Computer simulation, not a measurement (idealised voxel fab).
Herein follows the process module entitled voxel capacitor over wiring.
This is section cut - it's 265 nm across, gridded in 5 nm square cells.
A cross-section in this document is a grid of square cells, and it is written down as bands, the top band listed before the ones below it; a band is made up of one or more rows of cells. Read a band's entry like this: the first values are the height of its top and the height of its bottom in nm, and what follows is the sequence of materials from left to right, each with its width in nm. Note that "empty" is empty space, and that a single material marked "full width" reaches across the band from edge to edge. The reference from which all heights are counted is 0, the level beneath which the as-received wafer is entirely one material; the lowest band, having no lower bound, proceeds downward and is written after the example "0 -> down". With a width like "30..40", each row of cells in the band differs from the next by the same amount, the top row carrying the first number and the bottom row the second. Any step labelled "everything unchanged" changed none of the cells in the cross-section. Reported under the label "Voids, enclosed" are the empty spaces having no open way to the top and comprising 8 cells or more; the notation for each is width x height at distance, in which the distance is measured from the left edge and all three values are in nm. Heads up: the bit after the settings on a step's line is the simulator's remark on that step. What "overlay nm" on a step's line means: if the step has a mask, that mask lay this far to the right of its planned place, or, when the value is negative, to the left.
**Here's what the planned process steps look like**
1: RECEIVE,material Si
2: CONFORMAL_DEP,material SiO2,thk nm 10
3: DIRECTIONAL_DEP,material TiN,thk nm 5
4: DIRECTIONAL_DEP,material W,thk nm 20
5: PATTERN,tone cover,mask id METAL_1,material resist,width nm 25,pitch nm 75,thk nm 20,overlay nm 0
6: DIRECTIONAL_ETCH,etch materials W,depth nm 20
7: DIRECTIONAL_ETCH,etch materials TiN,depth nm 5
8: STRIP,etch materials resist
9: FILL_DEP,material lowk,thk nm 10
10: CMP,height nm 35
11: CONFORMAL_DEP,material SiCN,thk nm 5
12: DIRECTIONAL_DEP,material lowk,thk nm 20
13: DIRECTIONAL_DEP,material aC,thk nm 15
14: PATTERN,tone open,mask id PLUG_1,material resist,width nm 15,thk nm 30,overlay nm 0
15: DIRECTIONAL_ETCH,etch materials aC,depth nm 15
16: STRIP,etch materials resist
17: DIRECTIONAL_ETCH,etch materials lowk,depth nm 20
18: DIRECTIONAL_ETCH,etch materials SiCN,depth nm 5
19: STRIP,etch materials aC
20: EPI,material Ru,thk nm 10
21: EPI,material Ru,thk nm 10
22: EPI,material Ru,thk nm 5
23: DIRECTIONAL_DEP,material TiN,thk nm 5
24: DIRECTIONAL_DEP,material SiN,thk nm 5
25: DIRECTIONAL_DEP,material TiN,thk nm 10
26: DIRECTIONAL_DEP,material aC,thk nm 15
27: PATTERN,tone cover,mask id UPPER_PLATE,material resist,width nm 55,thk nm 30,overlay nm 0
28: DIRECTIONAL_ETCH,etch materials aC,depth nm 15
29: STRIP,etch materials resist
30: DIRECTIONAL_ETCH,etch materials TiN,depth nm 10
31: DIRECTIONAL_ETCH,etch materials SiN,depth nm 5
32: STRIP,etch materials aC
33: MASKED_ETCH,tone cover,mask id LOWER_PLATE,width nm 65,etch materials TiN,depth nm 5,overlay nm 0
34: FILL_DEP,material SiO2,thk nm 15
35: CMP,height nm 90
36: DIRECTIONAL_DEP,material aC,thk nm 15
37: PATTERN,tone open,mask id PLUG_2,material resist,width nm 15,thk nm 30,overlay nm 0
38: DIRECTIONAL_ETCH,etch materials aC,depth nm 15
39: STRIP,etch materials resist
40: DIRECTIONAL_ETCH,etch materials SiO2,depth nm 10
41: STRIP,etch materials aC
42: CONFORMAL_DEP,material TiN,thk nm 5
43: FILL_DEP,material W,thk nm 10
44: CMP,height nm 90
45: CONFORMAL_DEP,material SiCN,thk nm 5
**Cross-sectional view of the wafer in its as-received condition, corresponding to the state after step 1**
0 -> down | Si full width
Voids, enclosed: none
**Starting structure and process plan are as shown above, but one mistake was made in running the module; the wafer cross-section at the end of the module follows**
90 -> 85 | SiCN full width
85 -> 80 | SiO2=100 / TiN=15 / SiO2=150
80 -> 70 | SiO2=90 / TiN=55 / SiO2=120
70 -> 65 | SiO2=90 / SiN=55 / SiO2=120
65 -> 60 | SiO2=85 / TiN=65 / SiO2=115
60 -> 40 | lowk=90 / Ru=15 / lowk=160
40 -> 35 | SiCN=90 / Ru=15 / SiCN=160
35 -> 15 | lowk=80 / W=25 / lowk=50 / W=25 / lowk=85
15 -> 10 | lowk=80 / TiN=25 / lowk=50 / TiN=25 / lowk=85
10 -> 0 | SiO2 full width
0 -> down | Si full width
Voids, enclosed: none
Against the plan, the run slipped here: it should be noted that step 44 was executed with settings other than those planned, the operation and settings actually applied being CMP,height nm 85
